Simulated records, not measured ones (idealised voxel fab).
process module | voxel released beams
cross-section cut | 160 nm wide | cells 5 nm
A cross-section is a grid of square cells, given in bands from the top down. A band is one or more rows of cells.
Each band's line starts with the height of the band's top and of its bottom, in nm. Then come its materials from left to right, each with its width in nm. One material with "throughout" fills the band from edge to edge. "air" is empty space.
Height 0 is the level under which the wafer as received is all one material. The lowest band goes on downwards, as in "0 down".
A width such as "30 to 40" changes by the same amount from each row of cells to the next, from the band's top row to its bottom row.
"no change" after a step means that no cell of the cross-section changed.
closed voids: empty space of 8 cells or more with no open way to the top, each as width x height at its distance from the left edge, in nm
after a step's settings: what the simulator itself notes on the step
overlay nm, on a step with a mask: how far to the right of its planned place the mask lay; to the left if negative
plan
1 op RECEIVE | material Si
2 op CONFORMAL_DEP | material Al2O3 | thk nm 5
3 op DIRECTIONAL_DEP | material SiO2 | thk nm 20
4 op DIRECTIONAL_DEP | material aC | thk nm 15
5 op PATTERN | tone open | mask id ANCHOR | material resist | width nm 35 | thk nm 30 | overlay nm 0
6 op DIRECTIONAL_ETCH | etch materials aC | depth nm 15
7 op STRIP | etch materials resist
8 op DIRECTIONAL_ETCH | etch materials SiO2 | depth nm 20
9 op STRIP | etch materials aC
10 op CONFORMAL_DEP | material W | thk nm 10
11 op DIRECTIONAL_DEP | material aC | thk nm 10
12 op PATTERN | tone cover | mask id BEAM | material resist | width nm 110 | thk nm 30 | overlay nm 0
13 op DIRECTIONAL_ETCH | etch materials aC | depth nm 10
14 op STRIP | etch materials resist
15 op DIRECTIONAL_ETCH | etch materials W | depth nm 10
16 op STRIP | etch materials aC
17 op STRIP | etch materials SiO2
as received, after step 1
  0 down: Si throughout
  closed voids: none
a wafer at the end: this start, this plan, one mistake
  35 to 25: air 20 | W 110 | air 30
  25 to 20: Al2O3 throughout
  20 to 0: SiO2 throughout
  0 down: Si throughout
  closed voids: none
what went wrong: steps 2 and 3 were swapped
